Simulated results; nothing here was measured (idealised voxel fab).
Documented hereafter: the process module known as voxel wiring stack.
Section shown: cut. Width: 270 nm. Cell size: 5 nm, square.
When this document writes out a cross-section, it uses a grid of square cells and lists it as bands, beginning at the top and moving down, with a band standing for one or more rows of cells.
Heights first: top, then bottom, in nm. Then materials, left to right, each with a width in nm. "everywhere" on a single material: fills the band edge to edge. "air": empty space.
The level at which height equals 0 is the one under which the wafer, as it arrives, is entirely one material. No lower edge exists for the bottom band, which continues downward and is notated as in "top 0, no bottom".
Think of "30->40" as a width that walks from the first number to the second as you go down the band, top row to bottom row, taking equal-sized steps from row to row.
For the purposes of this document, the phrase "no alteration" attached to a step denotes that no cell within the cross-section was modified by that step.
Listed in "Sealed cavities": every empty space of 8 or more cells without an open way to the top. Form: width x height at distance, the distance being from the left edge, all in nm.
Step line, after settings: the simulator's comment on this step.
overlay nm: how far to the right of its planned place the mask lay on this masked step (negative: to the left).
List of planned process steps:
1: RECEIVE, material Si
2: CONFORMAL_DEP, material SiO2, thk nm 15
3: CONFORMAL_DEP, material SiN, thk nm 5
4: DIRECTIONAL_DEP, material lowk, thk nm 15
5: PATTERN, tone open, mask id METAL_1, material resist, width nm 30, pitch nm 60, thk nm 20, overlay nm 0
6: DIRECTIONAL_ETCH, etch materials lowk, depth nm 15
7: DIRECTIONAL_ETCH, etch materials SiN, depth nm 5
8: STRIP, etch materials resist
9: CONFORMAL_DEP, material TiN, thk nm 5
10: FILL_DEP, material Cu, thk nm 5
11: CMP, height nm 35
12: CONFORMAL_DEP, material SiCN, thk nm 5
13: DIRECTIONAL_DEP, material lowk, thk nm 30
14: DIRECTIONAL_DEP, material aC, thk nm 10
15: PATTERN, tone open, mask id METAL_2, material resist, width nm 30, pitch nm 60, thk nm 25, overlay nm 0
16: DIRECTIONAL_ETCH, etch materials aC, depth nm 10
17: STRIP, etch materials resist
18: DIRECTIONAL_ETCH, etch materials lowk, depth nm 20
19: STRIP, etch materials aC
20: MASKED_ETCH, tone open, mask id METAL_2_HOLES, width nm 15, pitch nm 60, etch materials lowk, depth nm 10, overlay nm 0
21: MASKED_ETCH, tone open, mask id METAL_2_HOLES, width nm 15, pitch nm 60, etch materials SiCN, depth nm 5, overlay nm 0
22: CONFORMAL_DEP, material TiN, thk nm 5
23: FILL_DEP, material Cu, thk nm 5
24: CMP, height nm 70
25: CONFORMAL_DEP, material SiCN, thk nm 5
26: DIRECTIONAL_DEP, material lowk, thk nm 30
27: DIRECTIONAL_DEP, material aC, thk nm 10
28: PATTERN, tone open, mask id METAL_3_HOLES, material resist, width nm 15, pitch nm 120, thk nm 25, overlay nm 0
29: DIRECTIONAL_ETCH, etch materials aC, depth nm 10
30: STRIP, etch materials resist
31: DIRECTIONAL_ETCH, etch materials lowk, depth nm 30
32: STRIP, etch materials aC
33: DIRECTIONAL_DEP, material aC, thk nm 10
34: PATTERN, tone open, mask id METAL_3, material resist, width nm 30, pitch nm 60, thk nm 25, overlay nm 0
35: DIRECTIONAL_ETCH, etch materials aC, depth nm 10
36: STRIP, etch materials resist
37: DIRECTIONAL_ETCH, etch materials lowk, depth nm 15
38: DIRECTIONAL_ETCH, etch materials SiCN, depth nm 5
39: STRIP, etch materials aC
40: CONFORMAL_DEP, material TiN, thk nm 5
41: FILL_DEP, material Cu, thk nm 5
42: CMP, height nm 105
43: CONFORMAL_DEP, material SiCN, thk nm 5
Cross-section of the wafer upon arrival, representing the state reached after step 1:
top 0, no bottom: Si everywhere
Sealed cavities: none
Module complete, cross-section. Starting point and plan per above. One mistake made in running the module:
top 110, bottom 105: SiCN everywhere
top 105, bottom 75: 30 lowk, 5 TiN, 20 Cu, 5 TiN, 30 lowk, 5 TiN, 20 Cu, 5 TiN, 30 lowk, 5 TiN, 20 Cu, 5 TiN, 30 lowk, 5 TiN, 20 Cu, 5 TiN, 30 lowk
top 75, bottom 70: 30 SiCN, 30 TiN, 30 SiCN, 30 TiN, 30 SiCN, 30 TiN, 30 SiCN, 30 TiN, 30 SiCN
top 70, bottom 55: 30 lowk, 5 TiN, 20 Cu, 5 TiN, 30 lowk, 5 TiN, 20 Cu, 5 TiN, 30 lowk, 5 TiN, 20 Cu, 5 TiN, 30 lowk, 5 TiN, 20 Cu, 5 TiN, 30 lowk
top 55, bottom 50: 30 lowk, 5 TiN, 5 Cu, 20 TiN, 30 lowk, 5 TiN, 5 Cu, 20 TiN, 30 lowk, 5 TiN, 5 Cu, 20 TiN, 30 lowk, 5 TiN, 5 Cu, 20 TiN, 30 lowk
top 50, bottom 40: 30 lowk, 5 TiN, 5 Cu, 5 TiN, 45 lowk, 5 TiN, 5 Cu, 5 TiN, 45 lowk, 5 TiN, 5 Cu, 5 TiN, 45 lowk, 5 TiN, 5 Cu, 5 TiN, 45 lowk
top 40, bottom 35: 30 SiCN, 15 TiN, 45 SiCN, 15 TiN, 45 SiCN, 15 TiN, 45 SiCN, 15 TiN, 45 SiCN
top 35, bottom 20: 30 lowk, 5 TiN, 20 Cu, 5 TiN, 30 lowk, 5 TiN, 20 Cu, 5 TiN, 30 lowk, 5 TiN, 20 Cu, 5 TiN, 30 lowk, 5 TiN, 20 Cu, 5 TiN, 30 lowk
top 20, bottom 15: 30 SiN, 30 TiN, 30 SiN, 30 TiN, 30 SiN, 30 TiN, 30 SiN, 30 TiN, 30 SiN
top 15, bottom 0: SiO2 everywhere
top 0, no bottom: Si everywhere
Sealed cavities: none
The mistake made against the process plan was this: step 37 from the plan got run twice
